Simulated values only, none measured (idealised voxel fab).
process module | voxel self aligned contacts
cross-section cut | 260 nm wide | cells 5 nm
A cross-section is a grid of square cells, given in bands from the top down. A band is one or more rows of cells.
Each band's line starts with the height of the band's top and of its bottom, in nm. Then come its materials from left to right, each with its width in nm. One material with "throughout" fills the band from edge to edge. "air" is empty space.
Height 0 is the level under which the wafer as received is all one material. The lowest band goes on downwards, as in "0 down".
A width such as "30 to 40" changes by the same amount from each row of cells to the next, from the band's top row to its bottom row.
"no change" after a step means that no cell of the cross-section changed.
closed voids: empty space of 8 cells or more with no open way to the top, each as width x height at its distance from the left edge, in nm
after a step's settings: what the simulator itself notes on the step
overlay nm, on a step with a mask: how far to the right of its planned place the mask lay; to the left if negative
plan
1 op RECEIVE | material Si
2 op OXIDIZE | depth nm 5
3 op DIRECTIONAL_DEP | material polySi | thk nm 30
4 op DIRECTIONAL_DEP | material SiN | thk nm 25
5 op PATTERN | tone cover | mask id GATE | material resist | width nm 25 | pitch nm 70 | thk nm 15 | overlay nm 0
6 op DIRECTIONAL_ETCH | etch materials SiN | depth nm 25
7 op DIRECTIONAL_ETCH | etch materials polySi | depth nm 30
8 op STRIP | etch materials resist
9 op CONFORMAL_DEP | material SiN | thk nm 10
10 op DIRECTIONAL_ETCH | etch materials SiN | depth nm 10
11 op FILL_DEP | material SiO2 | thk nm 15
12 op CMP | height nm 65
13 op MASKED_ETCH | tone open | mask id CONTACT | width nm 55 | pitch nm 70 | etch materials SiO2 | depth nm 70 | overlay nm 0
14 op CONFORMAL_DEP | material TiN | thk nm 5
15 op FILL_DEP | material W | thk nm 10
16 op CMP | height nm 65
17 op CONFORMAL_DEP | material SiN | thk nm 5
first wafer, as planned
as received, after step 1
  0 down: Si throughout
  closed voids: none
after step 2
  0 to -5: SiO2 throughout
  below -5: unchanged
after step 3
  30 to 0: polySi throughout
  below 0: unchanged
after step 4
  55 to 30: SiN throughout
  below 30: unchanged
after step 5
  70 to 55: air 45 | resist 25 | air 45 | resist 25 | air 45 | resist 25 | air 50
  below 55: unchanged
after step 6
  70 to 55: air 45 | resist 25 | air 45 | resist 25 | air 45 | resist 25 | air 50
  55 to 30: air 45 | SiN 25 | air 45 | SiN 25 | air 45 | SiN 25 | air 50
  below 30: unchanged
after step 7
  70 to 55: air 45 | resist 25 | air 45 | resist 25 | air 45 | resist 25 | air 50
  55 to 30: air 45 | SiN 25 | air 45 | SiN 25 | air 45 | SiN 25 | air 50
  30 to 0: air 45 | polySi 25 | air 45 | polySi 25 | air 45 | polySi 25 | air 50
  below 0: unchanged
after step 8
  55 to 30: air 45 | SiN 25 | air 45 | SiN 25 | air 45 | SiN 25 | air 50
  below 30: unchanged
after step 9
  65 to 30: air 35 | SiN 45 | air 25 | SiN 45 | air 25 | SiN 45 | air 40
  30 to 10: air 35 | SiN 10 | polySi 25 | SiN 10 | air 25 | SiN 10 | polySi 25 | SiN 10 | air 25 | SiN 10 | polySi 25 | SiN 10 | air 40
  10 to 0: SiN 45 | polySi 25 | SiN 45 | polySi 25 | SiN 45 | polySi 25 | SiN 50
  below 0: unchanged
after step 10
  55 to 30: air 35 | SiN 45 | air 25 | SiN 45 | air 25 | SiN 45 | air 40
  30 to 0: air 35 | SiN 10 | polySi 25 | SiN 10 | air 25 | SiN 10 | polySi 25 | SiN 10 | air 25 | SiN 10 | polySi 25 | SiN 10 | air 40
  below 0: unchanged
after step 11
  70 to 55: SiO2 throughout
  55 to 30: SiO2 35 | SiN 45 | SiO2 25 | SiN 45 | SiO2 25 | SiN 45 | SiO2 40
  30 to 0: SiO2 35 | SiN 10 | polySi 25 | SiN 10 | SiO2 25 | SiN 10 | polySi 25 | SiN 10 | SiO2 25 | SiN 10 | polySi 25 | SiN 10 | SiO2 40
  below 0: unchanged
after step 12
  65 to 55: SiO2 throughout
  below 55: unchanged
after step 13
  65 to 55: SiO2 65 | air 55 | SiO2 15 | air 55 | SiO2 70
  55 to 30: SiO2 35 | SiN 45 | air 25 | SiN 45 | air 25 | SiN 45 | SiO2 40
  30 to 0: SiO2 35 | SiN 10 | polySi 25 | SiN 10 | air 25 | SiN 10 | polySi 25 | SiN 10 | air 25 | SiN 10 | polySi 25 | SiN 10 | SiO2 40
  0 to -5: SiO2 80 | air 25 | SiO2 45 | air 25 | SiO2 85
  below -5: unchanged
after step 14
  70 to 65: TiN 70 | air 45 | TiN 25 | air 45 | TiN 75
  65 to 55: SiO2 65 | TiN 5 to 20 | air 45 to 15 | TiN 5 to 20 | SiO2 15 | TiN 5 to 20 | air 45 to 15 | TiN 5 to 20 | SiO2 70
  55 to 30: SiO2 35 | SiN 45 | TiN 5 | air 15 | TiN 5 | SiN 45 | TiN 5 | air 15 | TiN 5 | SiN 45 | SiO2 40
  30 to 0: SiO2 35 | SiN 10 | polySi 25 | SiN 10 | TiN 5 | air 15 | TiN 5 | SiN 10 | polySi 25 | SiN 10 | TiN 5 | air 15 | TiN 5 | SiN 10 | polySi 25 | SiN 10 | SiO2 40
  0 to -5: SiO2 80 | TiN 25 | SiO2 45 | TiN 25 | SiO2 85
  below -5: unchanged
after step 15
  80 to 70: W throughout
  70 to 65: TiN 70 | W 45 | TiN 25 | W 45 | TiN 75
  65 to 55: SiO2 65 | TiN 5 to 20 | W 45 to 15 | TiN 5 to 20 | SiO2 15 | TiN 5 to 20 | W 45 to 15 | TiN 5 to 20 | SiO2 70
  55 to 30: SiO2 35 | SiN 45 | TiN 5 | W 15 | TiN 5 | SiN 45 | TiN 5 | W 15 | TiN 5 | SiN 45 | SiO2 40
  30 to 0: SiO2 35 | SiN 10 | polySi 25 | SiN 10 | TiN 5 | W 15 | TiN 5 | SiN 10 | polySi 25 | SiN 10 | TiN 5 | W 15 | TiN 5 | SiN 10 | polySi 25 | SiN 10 | SiO2 40
  below 0: unchanged
after step 16
  65 to 55: SiO2 65 | TiN 5 to 20 | W 45 to 15 | TiN 5 to 20 | SiO2 15 | TiN 5 to 20 | W 45 to 15 | TiN 5 to 20 | SiO2 70
  below 55: unchanged
after step 17
  70 to 65: SiN throughout
  below 65: unchanged
second wafer: like start, like plan, one mistake. Through step 15 it matches the first wafer
when step 16 should have ended: no change
when step 17 should have ended
  85 to 80: SiN throughout
  below 80: unchanged
what went wrong: step 16 was left out
at the end the second wafer has, in cells: 34 more of TiN | 122 more of W
